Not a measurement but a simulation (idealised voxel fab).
voxel wiring stack: a process module
It is cross-section cut that appears here, measuring 160 nm in width, its square cells being 5 nm in size.
How to read a cross-section here: the picture is a grid of square cells, written as bands going from the top down, and any band can span one or more rows of cells. Heights first: top, then bottom, in nm. Then materials, left to right, each with a width in nm. "all across" on a single material: fills the band edge to edge. "blank": empty space. Heads up on the height convention: 0 is the point under which the incoming wafer is all one material, and the lowest band has no bottom, it just keeps going down, like "top 0, no bottom". The notation "30->40" denotes a width that varies across the rows of cells in the band, beginning at the first number in the top row, finishing at the second number in the bottom row, and changing by an identical amount from each row to the next. A step reported as "everything unchanged" is a step in which no cell of the cross-section changed. "Enclosed void listing" - sealed voids, min. 8 cells, no opening to top; format: width x height at distance (distance from left edge; nm throughout). That trailing text on a step's line, after the settings, is the simulator's own remark on the step. "overlay nm", when on a step's line for a step with a mask, measures how far to the right of its planned place the mask lay; a negative measure means to the left.
Listed below are the process steps as planned
1. RECEIVE with material Si
2. CONFORMAL_DEP with material SiO2, thk nm 15
3. DIRECTIONAL_DEP with material TiN, thk nm 5
4. DIRECTIONAL_DEP with material Ru, thk nm 20
5. DIRECTIONAL_DEP with material aC, thk nm 15
6. PATTERN with tone cover, mask id METAL_1, material resist, width nm 20, pitch nm 35, thk nm 35, overlay nm 0
7. DIRECTIONAL_ETCH with etch materials aC, depth nm 15
8. STRIP with etch materials resist
9. DIRECTIONAL_ETCH with etch materials Ru, depth nm 20
10. DIRECTIONAL_ETCH with etch materials TiN, depth nm 5
11. STRIP with etch materials aC
12. CONFORMAL_DEP with material SiCN, thk nm 5
13. FILL_DEP with material SiO2, thk nm 10
14. CMP with height nm 40
15. CONFORMAL_DEP with material SiCN, thk nm 5
16. DIRECTIONAL_DEP with material lowk, thk nm 30
17. MASKED_ETCH with tone open, mask id METAL_2, width nm 20, pitch nm 35, etch materials lowk, depth nm 20, overlay nm 0
18. DIRECTIONAL_DEP with material aC, thk nm 10
19. PATTERN with tone open, mask id METAL_2_HOLES, material resist, width nm 15, pitch nm 70, thk nm 30, overlay nm 0
20. DIRECTIONAL_ETCH with etch materials aC, depth nm 10
21. STRIP with etch materials resist
22. DIRECTIONAL_ETCH with etch materials lowk, depth nm 10
23. DIRECTIONAL_ETCH with etch materials SiCN, depth nm 5
24. STRIP with etch materials aC
25. CONFORMAL_DEP with material TiN, thk nm 5
26. FILL_DEP with material Cu, thk nm 10
27. CMP with height nm 75
28. CONFORMAL_DEP with material SiN, thk nm 5
Cross-section, incoming material, after step 1
top 0, no bottom  Si all across
Enclosed void listing: none
Cross-section taken at module completion on the first of two wafers; processed per the plan
top 80, bottom 75  SiN all across
top 75, bottom 60  15 lowk | 5 TiN | 10 Cu | 5 TiN | 15 lowk | 5 TiN | 10 Cu | 5 TiN | 15 lowk | 5 TiN | 10 Cu | 5 TiN | 15 lowk | 5 TiN | 10 Cu | 5 TiN | 20 lowk
top 60, bottom 55  15 lowk | 5 TiN | 5 Cu | 10 TiN | 15 lowk | 20 TiN | 15 lowk | 5 TiN | 5 Cu | 10 TiN | 15 lowk | 20 TiN | 20 lowk
top 55, bottom 45  15 lowk | 5 TiN | 5 Cu | 5 TiN | 55 lowk | 5 TiN | 5 Cu | 5 TiN | 60 lowk
top 45, bottom 40  15 SiCN | 15 TiN | 55 SiCN | 15 TiN | 60 SiCN
top 40, bottom 20  10 SiO2 | 5 SiCN | 20 Ru | 5 SiCN | 5 SiO2 | 5 SiCN | 20 Ru | 5 SiCN | 5 SiO2 | 5 SiCN | 20 Ru | 5 SiCN | 5 SiO2 | 5 SiCN | 20 Ru | 5 SiCN | 15 SiO2
top 20, bottom 15  15 SiCN | 20 TiN | 15 SiCN | 20 TiN | 15 SiCN | 20 TiN | 15 SiCN | 20 TiN | 20 SiCN
top 15, bottom 0  SiO2 all across
top 0, no bottom  Si all across
Enclosed void listing: none
Cross-section at end of module for the second wafer of two, which matched the first in starting point and plan and differed by one mistake in its processing
top 80, bottom 75  SiN all across
top 75, bottom 60  15 lowk | 5 TiN | 10 Cu | 5 TiN | 15 lowk | 5 TiN | 10 Cu | 5 TiN | 15 lowk | 5 TiN | 10 Cu | 5 TiN | 15 lowk | 5 TiN | 10 Cu | 5 TiN | 20 lowk
top 60, bottom 55  15 lowk | 5 TiN | 5 Cu | 10 TiN | 15 lowk | 20 TiN | 15 lowk | 5 TiN | 5 Cu | 10 TiN | 15 lowk | 20 TiN | 20 lowk
top 55, bottom 45  15 lowk | 5 TiN | 5 Cu | 5 TiN | 55 lowk | 5 TiN | 5 Cu | 5 TiN | 60 lowk
top 45, bottom 40  15 SiCN | 15 TiN | 55 SiCN | 15 TiN | 60 SiCN
top 40, bottom 20  10 SiO2 | 5 TiN | 20 Ru | 5 TiN | 5 SiO2 | 5 TiN | 20 Ru | 5 TiN | 5 SiO2 | 5 TiN | 20 Ru | 5 TiN | 5 SiO2 | 5 TiN | 20 Ru | 5 TiN | 15 SiO2
top 20, bottom 15  TiN all across
top 15, bottom 0  SiO2 all across
top 0, no bottom  Si all across
Enclosed void listing: none
Heads up, the wafer didn't run the way we planned it: note that step 12 departed from the planned setting and was carried out as CONFORMAL_DEP with material TiN, thk nm 5
In the final state, the cell counts of the second wafer exceed or fall short of those of the first for the following materials: -48 SiCN, +48 TiN
